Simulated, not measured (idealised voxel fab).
The process module presented herein is designated voxel wiring stack.
It is cross-section cut that appears here, measuring 230 nm in width, its square cells being 5 nm in size.
Each cross-section below is a grid of square cells, stated as bands in top-down order, with one or more rows of cells making up each band. What a band's entry tells you: where the top is and where the bottom is, as heights in nm, and after that what lies inside, material by material from left to right, each with its width in nm. Empty space is written as the word "blank", and a single material marked with the word "throughout" occupies the band from edge to edge. Below 0: as-received wafer, all one material; heights counted from there. Lowest band: no bottom, goes on down, written "from 0 down". So if you see something like "30 to 40" for the width, read it as the top row of the band sitting at the first number and the bottom row at the second, with every row in between moving by the same amount as the last. Step marked "same as before"? Then no cell in the cross-section changed in it. Reported under the label "Completely sealed voids" are the empty spaces having no open way to the top and comprising 8 cells or more; the notation for each is width x height at distance, in which the distance is measured from the left edge and all three values are in nm. Whatever follows a step's settings on its line is a remark the simulator itself makes about that step. Steps that use a mask can have "overlay nm" on their line. It says how far the mask sat to the right of where it was meant to be. Negative means to the left.

So here's the lineup of process steps we planned
1 RECEIVE, material Si
2 CONFORMAL_DEP, material SiO2, thk nm 10
3 DIRECTIONAL_DEP, material TiN, thk nm 5
4 DIRECTIONAL_DEP, material W, thk nm 20
5 DIRECTIONAL_DEP, material aC, thk nm 15
6 PATTERN, tone cover, mask id METAL_1, material resist, width nm 30, pitch nm 50, thk nm 35, overlay nm 0
7 DIRECTIONAL_ETCH, etch materials aC, depth nm 15
8 STRIP, etch materials resist
9 DIRECTIONAL_ETCH, etch materials W, depth nm 20
10 DIRECTIONAL_ETCH, etch materials TiN, depth nm 5
11 STRIP, etch materials aC
12 FILL_DEP, material SiO2, thk nm 5
13 CMP, height nm 35
14 CONFORMAL_DEP, material SiCN, thk nm 5
15 DIRECTIONAL_DEP, material SiO2, thk nm 25
16 DIRECTIONAL_DEP, material aC, thk nm 15
17 PATTERN, tone open, mask id METAL_2, material resist, width nm 30, pitch nm 50, thk nm 35, overlay nm 0
18 DIRECTIONAL_ETCH, etch materials aC, depth nm 15
19 STRIP, etch materials resist
20 DIRECTIONAL_ETCH, etch materials SiO2, depth nm 15
21 STRIP, etch materials aC
22 PATTERN, tone open, mask id METAL_2_HOLES, material resist, width nm 15, pitch nm 50, thk nm 20, overlay nm 0
23 DIRECTIONAL_ETCH, etch materials SiO2, depth nm 10
24 DIRECTIONAL_ETCH, etch materials SiCN, depth nm 5
25 STRIP, etch materials resist
26 CONFORMAL_DEP, material TiN, thk nm 5
27 FILL_DEP, material Cu, thk nm 5
28 CMP, height nm 65
29 CONFORMAL_DEP, material SiCN, thk nm 5
30 DIRECTIONAL_DEP, material SiO2, thk nm 30
31 DIRECTIONAL_DEP, material aC, thk nm 10
32 PATTERN, tone open, mask id METAL_3_HOLES, material resist, width nm 15, pitch nm 50, thk nm 30, overlay nm 0
33 DIRECTIONAL_ETCH, etch materials aC, depth nm 10
34 STRIP, etch materials resist
35 DIRECTIONAL_ETCH, etch materials SiO2, depth nm 30
36 STRIP, etch materials aC
37 DIRECTIONAL_DEP, material aC, thk nm 15
38 PATTERN, tone open, mask id METAL_3, material resist, width nm 30, pitch nm 50, thk nm 35, overlay nm 0
39 DIRECTIONAL_ETCH, etch materials aC, depth nm 15
40 STRIP, etch materials resist
41 DIRECTIONAL_ETCH, etch materials SiO2, depth nm 20
42 DIRECTIONAL_ETCH, etch materials SiCN, depth nm 5
43 STRIP, etch materials aC
44 CONFORMAL_DEP, material TiN, thk nm 5
45 FILL_DEP, material Cu, thk nm 10
46 CMP, height nm 100
47 CONFORMAL_DEP, material SiN, thk nm 5

Wafer as received: cross-section following step 1
- from 0 down  Si throughout
- Completely sealed voids: none

The first of the two wafers as seen in cross-section once the module was finished; processing followed the plan
- from 105 to 100  SiN throughout
- from 100 to 85  75 of SiO2, then 5 of TiN, then 20 of Cu, then 5 of TiN, then 20 of SiO2, then 5 of TiN, then 20 of Cu, then 5 of TiN, then 75 of SiO2
- from 85 to 80  75 of SiO2, then 5 of TiN, then 5 of Cu, then 20 of TiN, then 20 of SiO2, then 5 of TiN, then 5 of Cu, then 20 of TiN, then 75 of SiO2
- from 80 to 70  75 of SiO2, then 5 of TiN, then 5 of Cu, then 5 of TiN, then 35 of SiO2, then 5 of TiN, then 5 of Cu, then 5 of TiN, then 90 of SiO2
- from 70 to 65  75 of SiCN, then 15 of TiN, then 35 of SiCN, then 15 of TiN, then 90 of SiCN
- from 65 to 55  75 of SiO2, then 5 of TiN, then 20 of Cu, then 5 of TiN, then 20 of SiO2, then 5 of TiN, then 20 of Cu, then 5 of TiN, then 75 of SiO2
- from 55 to 50  75 of SiO2, then 5 of TiN, then 5 of Cu, then 20 of TiN, then 20 of SiO2, then 5 of TiN, then 5 of Cu, then 20 of TiN, then 75 of SiO2
- from 50 to 40  75 of SiO2, then 5 of TiN, then 5 of Cu, then 5 of TiN, then 35 of SiO2, then 5 of TiN, then 5 of Cu, then 5 of TiN, then 90 of SiO2
- from 40 to 35  75 of SiCN, then 15 of TiN, then 35 of SiCN, then 15 of TiN, then 90 of SiCN
- from 35 to 15  75 of SiO2, then 30 of W, then 20 of SiO2, then 30 of W, then 75 of SiO2
- from 15 to 10  75 of SiO2, then 30 of TiN, then 20 of SiO2, then 30 of TiN, then 75 of SiO2
- from 10 to 0  SiO2 throughout
- from 0 down  Si throughout
- Completely sealed voids: none

Cross-section, wafer two of two, end of module: same start and plan as wafer one, one error in execution
- from 105 to 100  SiN throughout
- from 100 to 85  65 of SiO2, then 5 of TiN, then 20 of Cu, then 5 of TiN, then 20 of SiO2, then 5 of TiN, then 20 of Cu, then 5 of TiN, then 85 of SiO2
- from 85 to 80  65 of SiO2, then 15 of TiN, then 5 of Cu, then 10 of TiN, then 20 of SiO2, then 15 of TiN, then 5 of Cu, then 10 of TiN, then 85 of SiO2
- from 80 to 70  75 of SiO2, then 5 of TiN, then 5 of Cu, then 5 of TiN, then 35 of SiO2, then 5 of TiN, then 5 of Cu, then 5 of TiN, then 90 of SiO2
- from 70 to 65  75 of SiCN, then 15 of TiN, then 35 of SiCN, then 15 of TiN, then 90 of SiCN
- from 65 to 55  75 of SiO2, then 5 of TiN, then 20 of Cu, then 5 of TiN, then 20 of SiO2, then 5 of TiN, then 20 of Cu, then 5 of TiN, then 75 of SiO2
- from 55 to 50  75 of SiO2, then 5 of TiN, then 5 of Cu, then 20 of TiN, then 20 of SiO2, then 5 of TiN, then 5 of Cu, then 20 of TiN, then 75 of SiO2
- from 50 to 40  75 of SiO2, then 5 of TiN, then 5 of Cu, then 5 of TiN, then 35 of SiO2, then 5 of TiN, then 5 of Cu, then 5 of TiN, then 90 of SiO2
- from 40 to 35  75 of SiCN, then 15 of TiN, then 35 of SiCN, then 15 of TiN, then 90 of SiCN
- from 35 to 15  75 of SiO2, then 30 of W, then 20 of SiO2, then 30 of W, then 75 of SiO2
- from 15 to 10  75 of SiO2, then 30 of TiN, then 20 of SiO2, then 30 of TiN, then 75 of SiO2
- from 10 to 0  SiO2 throughout
- from 0 down  Si throughout
- Completely sealed voids: none
what went wrong: in deviation from the planned setting, step 38 was conducted as PATTERN, tone open, mask id METAL_3, material resist, width nm 30, pitch nm 50, thk nm 35, overlay nm -10
Same inventory, different map: at the end, the second wafer holds as many cells of each material as the first, placed elsewhere.
